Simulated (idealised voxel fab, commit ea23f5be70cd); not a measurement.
process module | voxel released beams
cross-section cut | 250 nm wide | cells 5 nm
A cross-section is a grid of square cells, given in bands from the top down. A band is one or more rows of cells.
Each band's line starts with the height of the band's top and of its bottom, in nm. Then come its materials from left to right, each with its width in nm. One material with "throughout" fills the band from edge to edge. "air" is empty space.
Height 0 is the level under which the wafer as received is all one material. The lowest band goes on downwards, as in "0 down".
A width such as "30 to 40" changes by the same amount from each row of cells to the next, from the band's top row to its bottom row.
"no change" after a step means that no cell of the cross-section changed.
closed voids: empty space of 8 cells or more with no open way to the top, each as width x height at its distance from the left edge, in nm
after a step's settings: what the simulator itself notes on the step
overlay nm, on a step with a mask: how far to the right of its planned place the mask lay; to the left if negative
plan
1 op RECEIVE | material Si
2 op CONFORMAL_DEP | material Al2O3 | thk nm 5
3 op DIRECTIONAL_DEP | material SiO2 | thk nm 10
4 op PATTERN | tone open | mask id ANCHOR | material resist | width nm 30 | thk nm 15 | overlay nm -15
5 op DIRECTIONAL_ETCH | etch materials SiO2 | depth nm 10
6 op STRIP | etch materials resist
7 op CONFORMAL_DEP | material SiN | thk nm 10
8 op PATTERN | tone cover | mask id BEAM | material resist | width nm 100 | thk nm 15 | overlay nm 0
9 op DIRECTIONAL_ETCH | etch materials SiN | depth nm 10
10 op STRIP | etch materials resist
11 op STRIP | etch materials SiO2
varied across the wafers: overlay nm of step 4. The plan shows the first wafer's value. All wafers start alike
first wafer as received, after step 1
  0 down: Si throughout
  closed voids: none
each wafer at the end: cells of each material gained (+) or lost (-) since it was received, then its closed voids
overlay nm -15 | +50 Al2O3 | +48 SiN | closed voids: none
overlay nm -10 | +50 Al2O3 | +48 SiN | closed voids: none
overlay nm -5 | +50 Al2O3 | +48 SiN | closed voids: none
overlay nm 0 | +50 Al2O3 | +48 SiN | closed voids: none
overlay nm 5 | +50 Al2O3 | +48 SiN | closed voids: none
overlay nm 10 | +50 Al2O3 | +48 SiN | closed voids: none
overlay nm 15 | +50 Al2O3 | +48 SiN | closed voids: none
